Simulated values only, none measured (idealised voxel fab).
process module | voxel transistor to metal
cross-section cut | 200 nm wide | cells 5 nm
A cross-section is a grid of square cells, given in bands from the top down. A band is one or more rows of cells.
Each band's line starts with the height of the band's top and of its bottom, in nm. Then come its materials from left to right, each with its width in nm. One material with "throughout" fills the band from edge to edge. "air" is empty space.
Height 0 is the level under which the wafer as received is all one material. The lowest band goes on downwards, as in "0 down".
A width such as "30 to 40" changes by the same amount from each row of cells to the next, from the band's top row to its bottom row.
"no change" after a step means that no cell of the cross-section changed.
closed voids: empty space of 8 cells or more with no open way to the top, each as width x height at its distance from the left edge, in nm
after a step's settings: what the simulator itself notes on the step
overlay nm, on a step with a mask: how far to the right of its planned place the mask lay; to the left if negative
plan
1 op RECEIVE | material Si
2 op CONFORMAL_DEP | material SiO2 | thk nm 5
3 op CONFORMAL_DEP | material SiN | thk nm 15
4 op PATTERN | tone cover | mask id ACTIVE | material resist | width nm 100 | thk nm 15 | overlay nm 0
5 op DIRECTIONAL_ETCH | etch materials SiN | depth nm 15
6 op DIRECTIONAL_ETCH | etch materials SiO2 | depth nm 5
7 op DIRECTIONAL_ETCH | etch materials Si | depth nm 30
8 op STRIP | etch materials resist
9 op OXIDIZE | depth nm 5
10 op FILL_DEP | material SiO2 | thk nm 5
11 op CMP | height nm 20
12 op SELECTIVE_ETCH | etch materials SiO2 | depth nm 15
13 op STRIP | etch materials SiN
14 op SELECTIVE_ETCH | etch materials SiO2 | depth nm 5
15 op OXIDIZE | depth nm 5
16 op DIRECTIONAL_DEP | material polySi | thk nm 20
17 op DIRECTIONAL_DEP | material SiCN | thk nm 15
18 op PATTERN | tone cover | mask id GATE | material resist | width nm 20 | thk nm 20 | overlay nm 0
19 op DIRECTIONAL_ETCH | etch materials SiCN | depth nm 25
20 op DIRECTIONAL_ETCH | etch materials polySi | depth nm 30
21 op STRIP | etch materials resist
22 op CONFORMAL_DEP | material SiO2 | thk nm 5
23 op DIRECTIONAL_ETCH | etch materials SiO2 | depth nm 5
24 op CONFORMAL_DEP | material SiN | thk nm 5
25 op DIRECTIONAL_ETCH | etch materials SiN | depth nm 5
26 op DIRECTIONAL_ETCH | etch materials SiO2 | depth nm 5
27 op DIRECTIONAL_ETCH | etch materials Si | depth nm 10
28 op EPI | material pSi | thk nm 15
29 op FILL_DEP | material SiO2 | thk nm 5
30 op CMP | height nm 35
31 op DIRECTIONAL_DEP | material SiO2 | thk nm 10
32 op DIRECTIONAL_DEP | material aC | thk nm 15
33 op PATTERN | tone open | mask id CONTACT | material resist | width nm 30 | pitch nm 60 | thk nm 30 | overlay nm 0
34 op DIRECTIONAL_ETCH | etch materials aC | depth nm 15
35 op STRIP | etch materials resist
36 op DIRECTIONAL_ETCH | etch materials SiO2 | depth nm 45
37 op STRIP | etch materials aC
38 op CONFORMAL_DEP | material TiN | thk nm 5
39 op FILL_DEP | material Ru | thk nm 10
40 op CMP | height nm 45
41 op DIRECTIONAL_DEP | material TiN | thk nm 5
42 op DIRECTIONAL_DEP | material W | thk nm 15
43 op PATTERN | tone cover | mask id METAL_1 | material resist | width nm 20 | pitch nm 70 | thk nm 15 | overlay nm 0
44 op DIRECTIONAL_ETCH | etch materials W | depth nm 15
45 op DIRECTIONAL_ETCH | etch materials TiN | depth nm 5
46 op STRIP | etch materials resist
47 op FILL_DEP | material lowk | thk nm 5
48 op CMP | height nm 65
49 op CONFORMAL_DEP | material SiCN | thk nm 5
50 op DIRECTIONAL_DEP | material lowk | thk nm 20
51 op MASKED_ETCH | tone open | mask id METAL_2_HOLES | width nm 15 | pitch nm 70 | etch materials lowk | depth nm 30 | overlay nm 0
52 op MASKED_ETCH | tone open | mask id METAL_2 | width nm 20 | pitch nm 70 | etch materials lowk | depth nm 20 | overlay nm 0
53 op MASKED_ETCH | tone open | mask id METAL_2 | width nm 20 | pitch nm 70 | etch materials SiCN | depth nm 5 | overlay nm 0
54 op CONFORMAL_DEP | material TiN | thk nm 5
55 op FILL_DEP | material Ru | thk nm 5
56 op CMP | height nm 100
57 op CONFORMAL_DEP | material SiN | thk nm 5
varied across the wafers: thk nm of step 50. The plan shows the first wafer's value. All wafers start alike
first wafer as received, after step 1
  0 down: Si throughout
  closed voids: none
first wafer at the end, after step 57
  105 to 100: SiN throughout
  100 to 95: Ru throughout
  95 to 90: TiN 60 | Ru 10 | TiN 60 | Ru 10 | TiN 60
  90 to 70: lowk 55 | TiN 5 | Ru 10 | TiN 5 | lowk 50 | TiN 5 | Ru 10 | TiN 5 | lowk 55
  70 to 65: SiCN 55 | TiN 20 | SiCN 50 | TiN 20 | SiCN 55
  65 to 50: lowk 55 | W 20 | lowk 50 | W 20 | lowk 55
  50 to 45: lowk 55 | TiN 20 | lowk 50 | TiN 20 | lowk 55
  45 to 35: SiO2 55 | TiN 5 | Ru 20 to 15 | TiN 5 to 10 | SiO2 30 | TiN 5 to 10 | Ru 20 to 15 | TiN 5 | SiO2 55
  35 to 20: SiO2 55 | TiN 5 | Ru 15 | TiN 5 | SiN 5 | SiO2 5 | SiCN 20 | SiO2 5 | SiN 5 | TiN 5 | Ru 15 | TiN 5 | SiO2 55
  20 to 15: SiO2 55 | TiN 5 | Ru 15 | TiN 5 | SiN 5 | SiO2 5 | polySi 20 | SiO2 5 | SiN 5 | TiN 5 | Ru 15 | TiN 5 | SiO2 55
  15 to 10: SiO2 55 | TiN 25 | SiN 5 | SiO2 5 | polySi 20 | SiO2 5 | SiN 5 | TiN 25 | SiO2 55
  10 to 0: SiO2 55 | TiN 10 | pSi 15 | SiN 5 | SiO2 5 | polySi 20 | SiO2 5 | SiN 5 | pSi 15 | TiN 10 | SiO2 55
  0 to -5: SiO2 50 | pSi 30 | SiO2 40 | pSi 30 | SiO2 50
  -5 to -15: SiO2 55 | pSi 25 | Si 40 | pSi 25 | SiO2 55
  -15 to -35: SiO2 55 | Si 90 | SiO2 55
  -35 down: Si throughout
  closed voids: none
last wafer at the end
  105 to 100: SiN throughout
  100 to 95: lowk 55 | TiN 5 | Ru 5 | TiN 10 | lowk 50 | TiN 5 | Ru 5 | TiN 10 | lowk 55
  95 to 70: lowk 55 | TiN 5 | Ru 5 | TiN 5 | lowk 55 | TiN 5 | Ru 5 | TiN 5 | lowk 60
  70 to 65: SiCN 55 | TiN 15 | SiCN 55 | TiN 15 | SiCN 60
  65 to 50: lowk 55 | W 20 | lowk 50 | W 20 | lowk 55
  50 to 45: lowk 55 | TiN 20 | lowk 50 | TiN 20 | lowk 55
  45 to 35: SiO2 55 | TiN 5 | Ru 20 to 15 | TiN 5 to 10 | SiO2 30 | TiN 5 to 10 | Ru 20 to 15 | TiN 5 | SiO2 55
  35 to 20: SiO2 55 | TiN 5 | Ru 15 | TiN 5 | SiN 5 | SiO2 5 | SiCN 20 | SiO2 5 | SiN 5 | TiN 5 | Ru 15 | TiN 5 | SiO2 55
  20 to 15: SiO2 55 | TiN 5 | Ru 15 | TiN 5 | SiN 5 | SiO2 5 | polySi 20 | SiO2 5 | SiN 5 | TiN 5 | Ru 15 | TiN 5 | SiO2 55
  15 to 10: SiO2 55 | TiN 25 | SiN 5 | SiO2 5 | polySi 20 | SiO2 5 | SiN 5 | TiN 25 | SiO2 55
  10 to 0: SiO2 55 | TiN 10 | pSi 15 | SiN 5 | SiO2 5 | polySi 20 | SiO2 5 | SiN 5 | pSi 15 | TiN 10 | SiO2 55
  0 to -5: SiO2 50 | pSi 30 | SiO2 40 | pSi 30 | SiO2 50
  -5 to -15: SiO2 55 | pSi 25 | Si 40 | pSi 25 | SiO2 55
  -15 to -35: SiO2 55 | Si 90 | SiO2 55
  -35 down: Si throughout
  closed voids: none
each wafer at the end: cells of each material gained (+) or lost (-) since it was received, then its closed voids
thk nm 20 | +98 Ru | -192 Si | +44 SiCN | +54 SiN | +384 SiO2 | +112 TiN | +24 W | +256 lowk | +44 pSi | +16 polySi | closed voids: none
thk nm 25 | +58 Ru | -192 Si | +46 SiCN | +54 SiN | +384 SiO2 | +116 TiN | +24 W | +290 lowk | +44 pSi | +16 polySi | closed voids: none
thk nm 30 | +56 Ru | -192 Si | +46 SiCN | +54 SiN | +384 SiO2 | +84 TiN | +24 W | +324 lowk | +44 pSi | +16 polySi | closed voids: none
thk nm 35 | +54 Ru | -192 Si | +46 SiCN | +54 SiN | +384 SiO2 | +84 TiN | +24 W | +326 lowk | +44 pSi | +16 polySi | closed voids: none
thk nm 40 | +52 Ru | -192 Si | +46 SiCN | +54 SiN | +384 SiO2 | +84 TiN | +24 W | +328 lowk | +44 pSi | +16 polySi | closed voids: none
thk nm 45 | +50 Ru | -192 Si | +46 SiCN | +54 SiN | +384 SiO2 | +84 TiN | +24 W | +330 lowk | +44 pSi | +16 polySi | closed voids: none
